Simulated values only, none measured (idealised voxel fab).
This section sets out a process module, namely voxel ribs on slabs.
Square cell edge 5 nm, section width 285 nm, ID cut.
Notation: cross-section as square-cell grid; stated in bands, top first, going down; one or more cell rows per band.
Top height, bottom height, nm. Materials left to right, width each, nm. Single material + "everywhere" = fills band edge to edge. "blank" = empty.
All heights in this document are referenced to 0, defined as the level beneath which the wafer, as received, consists entirely of one material. The lowest band is not bounded below; it extends indefinitely downward and is written in the form "from 0 down".
Note: "30 to 40" means the width goes from the first number (top row of the band) to the second number (bottom row) in equal steps per row of cells.
Take "remains unaltered" at face value: in the step it is given for, the cross-section changed in none of its cells.
Closed-off voids of 8+ cells (no open route to the top) go in "Unvented voids", written width x height at distance from the left edge, in nm.
The remark found on a step's line after its settings is issued by the simulator itself and pertains to that step.
The optional step-line setting "overlay nm" applies to steps with a mask and quantifies how far to the right of its planned location the mask lay, a negative value indicating leftward placement.

[Below is the list of planned process steps]
1. RECEIVE (material Si)
2. DIRECTIONAL_DEP (material SiO2; thk nm 20)
3. DIRECTIONAL_DEP (material polySi; thk nm 25)
4. PATTERN (tone cover; mask id RIB; material resist; width nm 30; thk nm 20; overlay nm 0)
5. DIRECTIONAL_ETCH (etch materials polySi; depth nm 5)
6. STRIP (etch materials resist)
7. PATTERN (tone cover; mask id SLAB; material resist; width nm 60; thk nm 15; overlay nm 0)
8. DIRECTIONAL_ETCH (etch materials polySi; depth nm 20)
9. STRIP (etch materials resist)
10. FILL_DEP (material SiO2; thk nm 30)
11. CMP (height nm 65)
12. DIRECTIONAL_DEP (material W; thk nm 10)
13. PATTERN (tone cover; mask id HEATER; material resist; width nm 40; thk nm 15; overlay nm 0)
14. DIRECTIONAL_ETCH (etch materials W; depth nm 10)
15. STRIP (etch materials resist)
16. CONFORMAL_DEP (material SiN; thk nm 5)

[Cross-section of the incoming wafer, state after step 1]
    from 0 down: Si everywhere
    Unvented voids: none

[End-of-module cross-section of the first of two wafers, processed as planned]
    from 80 to 75: blank 115 nm / SiN 50 nm / blank 120 nm
    from 75 to 70: blank 115 nm / SiN 5 nm / W 40 nm / SiN 5 nm / blank 120 nm
    from 70 to 65: SiN 120 nm / W 40 nm / SiN 125 nm
    from 65 to 45: SiO2 everywhere
    from 45 to 40: SiO2 125 nm / polySi 30 nm / SiO2 130 nm
    from 40 to 20: SiO2 110 nm / polySi 60 nm / SiO2 115 nm
    from 20 to 0: SiO2 everywhere
    from 0 down: Si everywhere
    Unvented voids: none

[Cross-section, second wafer: same start as the first, same plan as the first, one mistake in running it; taken at the end of the module]
    from 75 to 65: blank 120 nm / W 40 nm / blank 125 nm
    from 65 to 45: SiO2 everywhere
    from 45 to 40: SiO2 125 nm / polySi 30 nm / SiO2 130 nm
    from 40 to 20: SiO2 110 nm / polySi 60 nm / SiO2 115 nm
    from 20 to 0: SiO2 everywhere
    from 0 down: Si everywhere
    Unvented voids: none
Where did the run depart from the plan? step 16 of the plan never got run, it was skipped over
Final wafer comparison in cells, second versus first, more or fewer per material: SiN -61
